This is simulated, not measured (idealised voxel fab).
This section sets out a process module, namely voxel capacitor over wiring.
cross-section cut | 235 nm wide | cells 5 nm
Think of the cross-section as a grid of square cells. We describe it in bands, top to bottom, and each band covers one or more rows of those cells. For a band, the entry starts with two heights in nm, that of the top and then that of the bottom, and carries on with the band's materials in order from left to right, each alongside its width in nm; the word "all across" beside a single material means it fills the band edge to edge, and "blank" means empty space. Note: height 0 marks the level under which the wafer is uniformly one material as received. Lowest band unbounded below, written "top 0, no bottom". Width spec "30..40" -> top row of cells at first value, bottom row at second value, equal per-row change in between. Step marked "remains unaltered"? Then no cell in the cross-section changed in it. The list in "Voids, sealed" covers empty spaces of 8 cells or more that cannot reach the top through any open way, and it gives each as width x height at distance; the distance is from the left edge, and width, height and distance are in nm. Whatever follows a step's settings on its line is a remark the simulator itself makes about that step. When a step includes a mask, the "overlay nm" setting on its line states how far to the right of its planned place that mask lay, and negative values state how far to the left.

Process steps (planned):
1) RECEIVE: material Si
2) CONFORMAL_DEP: material SiO2, thk nm 15
3) CONFORMAL_DEP: material SiN, thk nm 5
4) DIRECTIONAL_DEP: material SiO2, thk nm 15
5) DIRECTIONAL_DEP: material aC, thk nm 10
6) PATTERN: tone open, mask id METAL_1, material resist, width nm 25, pitch nm 90, thk nm 30, overlay nm 0
7) DIRECTIONAL_ETCH: etch materials aC, depth nm 10
8) STRIP: etch materials resist
9) DIRECTIONAL_ETCH: etch materials SiO2, depth nm 15
10) DIRECTIONAL_ETCH: etch materials SiN, depth nm 5
11) STRIP: etch materials aC
12) CONFORMAL_DEP: material TiN, thk nm 5
13) FILL_DEP: material Cu, thk nm 5
14) CMP: height nm 35
15) EPI: material Ru, thk nm 5
16) FILL_DEP: material SiCN, thk nm 5
17) DIRECTIONAL_DEP: material lowk, thk nm 15
18) DIRECTIONAL_DEP: material aC, thk nm 10
19) PATTERN: tone open, mask id PLUG_1, material resist, width nm 15, thk nm 30, overlay nm 0
20) DIRECTIONAL_ETCH: etch materials aC, depth nm 10
21) STRIP: etch materials resist
22) DIRECTIONAL_ETCH: etch materials lowk, depth nm 15
23) DIRECTIONAL_ETCH: etch materials SiCN, depth nm 5
24) STRIP: etch materials aC
25) EPI: material Ru, thk nm 10
26) EPI: material Ru, thk nm 10
27) DIRECTIONAL_DEP: material TiN, thk nm 5
28) DIRECTIONAL_DEP: material Al2O3, thk nm 5
29) DIRECTIONAL_DEP: material TiN, thk nm 10
30) MASKED_ETCH: tone cover, mask id UPPER_PLATE, width nm 70, etch materials TiN, depth nm 10, overlay nm 0
31) MASKED_ETCH: tone cover, mask id UPPER_PLATE, width nm 70, etch materials Al2O3, depth nm 5, overlay nm 0
32) DIRECTIONAL_DEP: material aC, thk nm 15
33) PATTERN: tone cover, mask id LOWER_PLATE, material resist, width nm 80, thk nm 35, overlay nm 0
34) DIRECTIONAL_ETCH: etch materials aC, depth nm 15
35) STRIP: etch materials resist
36) DIRECTIONAL_ETCH: etch materials TiN, depth nm 5
37) STRIP: etch materials aC
38) FILL_DEP: material SiO2, thk nm 15
39) CMP: height nm 90
40) DIRECTIONAL_DEP: material aC, thk nm 15
41) PATTERN: tone open, mask id PLUG_2, material resist, width nm 15, thk nm 35, overlay nm -15
42) DIRECTIONAL_ETCH: etch materials aC, depth nm 15
43) STRIP: etch materials resist
44) DIRECTIONAL_ETCH: etch materials SiO2, depth nm 10
45) STRIP: etch materials aC
46) CONFORMAL_DEP: material TiN, thk nm 5
47) FILL_DEP: material Ru, thk nm 5
48) CMP: height nm 90
49) CONFORMAL_DEP: material SiCN, thk nm 5
All wafers enter the flow in the same state. The overlay nm at step 41 differs from wafer to wafer, and the plan gives the value for the first wafer.

Cross-sectional view of the first of several wafers in the as-received condition, corresponding to the state following step 1:
top 0, no bottom | Si all across
Voids, sealed: none

The first of several wafers, seen in cross-section after the module's last step, step 49:
top 95, bottom 90 | SiCN all across
top 90, bottom 85 | 65 SiO2 | 5 TiN | 5 Ru | 5 TiN | 155 SiO2
top 85, bottom 80 | 65 SiO2 | 15 TiN | 155 SiO2
top 80, bottom 70 | 70 SiO2 | 70 TiN | 95 SiO2
top 70, bottom 65 | 70 SiO2 | 70 Al2O3 | 95 SiO2
top 65, bottom 60 | 65 SiO2 | 80 TiN | 90 SiO2
top 60, bottom 45 | 70 lowk | 15 Ru | 150 lowk
top 45, bottom 40 | 70 SiCN | 15 Ru | 150 SiCN
top 40, bottom 35 | 55 SiCN | 35 Ru | 55 SiCN | 35 Ru | 55 SiCN
top 35, bottom 20 | 60 SiO2 | 5 TiN | 15 Cu | 5 TiN | 65 SiO2 | 5 TiN | 15 Cu | 5 TiN | 60 SiO2
top 20, bottom 15 | 60 SiN | 25 TiN | 65 SiN | 25 TiN | 60 SiN
top 15, bottom 0 | SiO2 all across
top 0, no bottom | Si all across
Voids, sealed: none

At the end of the module, the last of several wafers in cross-section:
top 95, bottom 90 | SiCN all across
top 90, bottom 85 | 95 SiO2 | 5 TiN | 5 Ru | 5 TiN | 125 SiO2
top 85, bottom 80 | 95 SiO2 | 15 TiN | 125 SiO2
top 80, bottom 70 | 70 SiO2 | 70 TiN | 95 SiO2
top 70, bottom 65 | 70 SiO2 | 70 Al2O3 | 95 SiO2
top 65, bottom 60 | 65 SiO2 | 80 TiN | 90 SiO2
top 60, bottom 45 | 70 lowk | 15 Ru | 150 lowk
top 45, bottom 40 | 70 SiCN | 15 Ru | 150 SiCN
top 40, bottom 35 | 55 SiCN | 35 Ru | 55 SiCN | 35 Ru | 55 SiCN
top 35, bottom 20 | 60 SiO2 | 5 TiN | 15 Cu | 5 TiN | 65 SiO2 | 5 TiN | 15 Cu | 5 TiN | 60 SiO2
top 20, bottom 15 | 60 SiN | 25 TiN | 65 SiN | 25 TiN | 60 SiN
top 15, bottom 0 | SiO2 all across
top 0, no bottom | Si all across
Voids, sealed: none

Every row in this table is a wafer at the end of the module, and it gives, for each of the materials, the cells that wafer has gained (+) or lost (-) since it was received, then its closed voids:
overlay nm -15, +14 Al2O3, +18 Cu, +27 Ru, +124 SiCN, +37 SiN, +470 SiO2, +71 TiN, +132 lowk, Voids, sealed: none
overlay nm -10, +14 Al2O3, +18 Cu, +27 Ru, +124 SiCN, +37 SiN, +470 SiO2, +71 TiN, +132 lowk, Voids, sealed: none
overlay nm -5, +14 Al2O3, +18 Cu, +27 Ru, +124 SiCN, +37 SiN, +470 SiO2, +71 TiN, +132 lowk, Voids, sealed: none
overlay nm 0, +14 Al2O3, +18 Cu, +27 Ru, +124 SiCN, +37 SiN, +470 SiO2, +71 TiN, +132 lowk, Voids, sealed: none
overlay nm 5, +14 Al2O3, +18 Cu, +27 Ru, +124 SiCN, +37 SiN, +470 SiO2, +71 TiN, +132 lowk, Voids, sealed: none
overlay nm 10, +14 Al2O3, +18 Cu, +27 Ru, +124 SiCN, +37 SiN, +470 SiO2, +71 TiN, +132 lowk, Voids, sealed: none
overlay nm 15, +14 Al2O3, +18 Cu, +27 Ru, +124 SiCN, +37 SiN, +470 SiO2, +71 TiN, +132 lowk, Voids, sealed: none
